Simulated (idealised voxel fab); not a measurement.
Process module name: voxel self aligned vias
It is cross-section cut that appears here, measuring 220 nm in width, its square cells being 5 nm in size.
When this document writes out a cross-section, it uses a grid of square cells and lists it as bands, beginning at the top and moving down, with a band standing for one or more rows of cells. What a band's entry tells you: where the top is and where the bottom is, as heights in nm, and after that what lies inside, material by material from left to right, each with its width in nm. Empty space is written as the word "empty", and a single material marked with the word "full width" occupies the band from edge to edge. All heights in this document are referenced to 0, defined as the level beneath which the wafer, as received, consists entirely of one material. The lowest band is not bounded below; it extends indefinitely downward and is written in the form "0 nm and below". A two-number width, for instance "30 to 40", indicates that the width is equal to the first number in the top row of the band and to the second number in the bottom row, and that it changes by a constant amount per row of cells. Key: "no alterations made" - step with no changed cell in the cross-section. Voids not open to the top, 8 cells minimum: see "Closed internal voids". Written width x height at distance; distance is from the left edge; nm. On each step's line, the part that comes after the settings is the simulator's own comment on the step. overlay nm: step with mask; distance mask lay right of planned place; negative value = left of planned place.

### Here's what the planned process steps look like
1,RECEIVE, material Si
2,CONFORMAL_DEP, material SiO2, thk nm 10
3,CONFORMAL_DEP, material SiCN, thk nm 5
4,DIRECTIONAL_DEP, material SiO2, thk nm 20
5,MASKED_ETCH, tone open, mask id LINES, width nm 20, pitch nm 65, etch materials SiO2, depth nm 20, overlay nm 0
6,CONFORMAL_DEP, material TiN, thk nm 5
7,FILL_DEP, material Ru, thk nm 5
8,CMP, height nm 35
9,SELECTIVE_ETCH, etch materials W Ru TiN, depth nm 5
10,FILL_DEP, material SiN, thk nm 5
11,CMP, height nm 35
12,DIRECTIONAL_DEP, material SiO2, thk nm 20
13,DIRECTIONAL_DEP, material aC, thk nm 15
14,PATTERN, tone open, mask id VIAS, material resist, width nm 40, pitch nm 130, thk nm 35, overlay nm 0
15,DIRECTIONAL_ETCH, etch materials aC, depth nm 15
16,STRIP, etch materials resist
17,DIRECTIONAL_ETCH, etch materials SiO2, depth nm 20
18,DIRECTIONAL_ETCH, etch materials SiN, depth nm 5
19,STRIP, etch materials aC
20,CONFORMAL_DEP, material TiN, thk nm 5
21,FILL_DEP, material Ru, thk nm 5
22,CMP, height nm 55
23,CONFORMAL_DEP, material SiN, thk nm 5

### Received-state cross-section, reflecting completion of step 1
> 0 nm and below: Si full width
> Closed internal voids: none

### Starting structure and process plan are as shown above, but one mistake was made in running the module; the wafer cross-section at the end of the module follows
> 60 nm to 55 nm: SiN full width
> 55 nm to 35 nm: SiO2 (25), TiN (5), Ru (30), TiN (5), SiO2 (90), TiN (5), Ru (30), TiN (5), SiO2 (25)
> 35 nm to 30 nm: SiO2 (25), TiN (40), SiO2 (35), SiN (20), SiO2 (35), TiN (40), SiO2 (25)
> 30 nm to 20 nm: SiO2 (25), TiN (15), Ru (10), TiN (15), SiO2 (35), TiN (5), Ru (10), TiN (5), SiO2 (35), TiN (15), Ru (10), TiN (15), SiO2 (25)
> 20 nm to 15 nm: SiO2 (25), TiN (40), SiO2 (35), TiN (20), SiO2 (35), TiN (40), SiO2 (25)
> 15 nm to 10 nm: SiCN full width
> 10 nm to 0 nm: SiO2 full width
> 0 nm and below: Si full width
> Closed internal voids: none
So what did we get wrong on this run? in the plan, step 17 was performed twice
